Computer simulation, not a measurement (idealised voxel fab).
This is a process module. Its name is voxel fin reveal.
It is cross-section cut that appears here, measuring 275 nm in width, its square cells being 5 nm in size.
Format of a cross-section: grid, square cells. Given as bands. Order: top down. Band: one or more rows of cells.
Band entry format. Leading values: height of top, height of bottom, nm. Remainder: materials in left-to-right order, each with its width in nm. Special words: "full width" on a single material, which then fills the band edge to edge; "air", empty space.
Basically, 0 is our baseline, since under it the wafer straight out of the box is all one material. The bottom band has no lower end and keeps on going down, so it looks like "0 nm and below".
Top row gets the first number, bottom row gets the second, and each row in between changes by the same step: that is how a band width like "30..40" works.
No cell of the cross-section changed in a step that is given as "identical to before".
Heads up: "Non-vented voids" only lists the empty pockets with no open path to the top that are 8 cells or more, and it writes them as width x height at distance, distance from the left edge, in nm.
The remark found on a step's line after its settings is issued by the simulator itself and pertains to that step.
The setting "overlay nm" may be written on the line of a step. When the step uses a mask, the value reports how far to the right of the planned place the mask lay, and a negative value reports that it lay to the left.

## This section lists the process steps that were planned
1: RECEIVE [material Si]
2: CONFORMAL_DEP [material SiN] [thk nm 5]
3: MASKED_ETCH [tone cover] [mask id FINS] [width nm 15] [pitch nm 40] [etch materials SiN] [depth nm 5] [overlay nm 0]
4: MASKED_ETCH [tone cover] [mask id FINS] [width nm 15] [pitch nm 40] [etch materials Si] [depth nm 30] [overlay nm 0]
5: OXIDIZE [depth nm 5]
6: FILL_DEP [material SiO2] [thk nm 15]
7: CMP [height nm 5]
8: SELECTIVE_ETCH [etch materials SiO2] [depth nm 15]
9: STRIP [etch materials SiN]
10: CONFORMAL_DEP [material SiO2] [thk nm 5]
Split variable: thk nm, step 10. Plan value = first wafer. Wafers start alike.

## Sectional view: first of several wafers, as received, after step 1
	0 nm and below: Si full width
	Non-vented voids: none

## Depicted here is the first of several wafers in cross-section, at module completion following the last step, step 10
	5 nm to 0 nm: air 110 nm / SiO2 15 nm / air 25 nm / SiO2 15 nm / air 110 nm
	0 nm to -5 nm: air 110 nm / SiO2 5 nm / Si 5 nm / SiO2 5 nm / air 25 nm / SiO2 5 nm / Si 5 nm / SiO2 5 nm / air 110 nm
	-5 nm to -35 nm: SiO2 115 nm / Si 5 nm / SiO2 35 nm / Si 5 nm / SiO2 115 nm
	-35 nm and below: Si full width
	Non-vented voids: none

## Last-wafer cross-section at the end of the module
	20 nm to 10 nm: air 95 nm / SiO2 85 nm / air 95 nm
	10 nm to 0 nm: SiO2 full width
	0 nm to -35 nm: SiO2 115 nm / Si 5 nm / SiO2 35 nm / Si 5 nm / SiO2 115 nm
	-35 nm and below: Si full width
	Non-vented voids: none

## The following table contains a row per wafer, in which are reported, at the conclusion of the module, the cells of each material gained (+) or lost (-) since the wafer's receipt, with its closed voids given thereafter
thk nm 5 | -371 Si | +328 SiO2 | Non-vented voids: none
thk nm 10 | -371 Si | +391 SiO2 | Non-vented voids: none
thk nm 15 | -371 Si | +454 SiO2 | Non-vented voids: none
thk nm 20 | -371 Si | +515 SiO2 | Non-vented voids: none
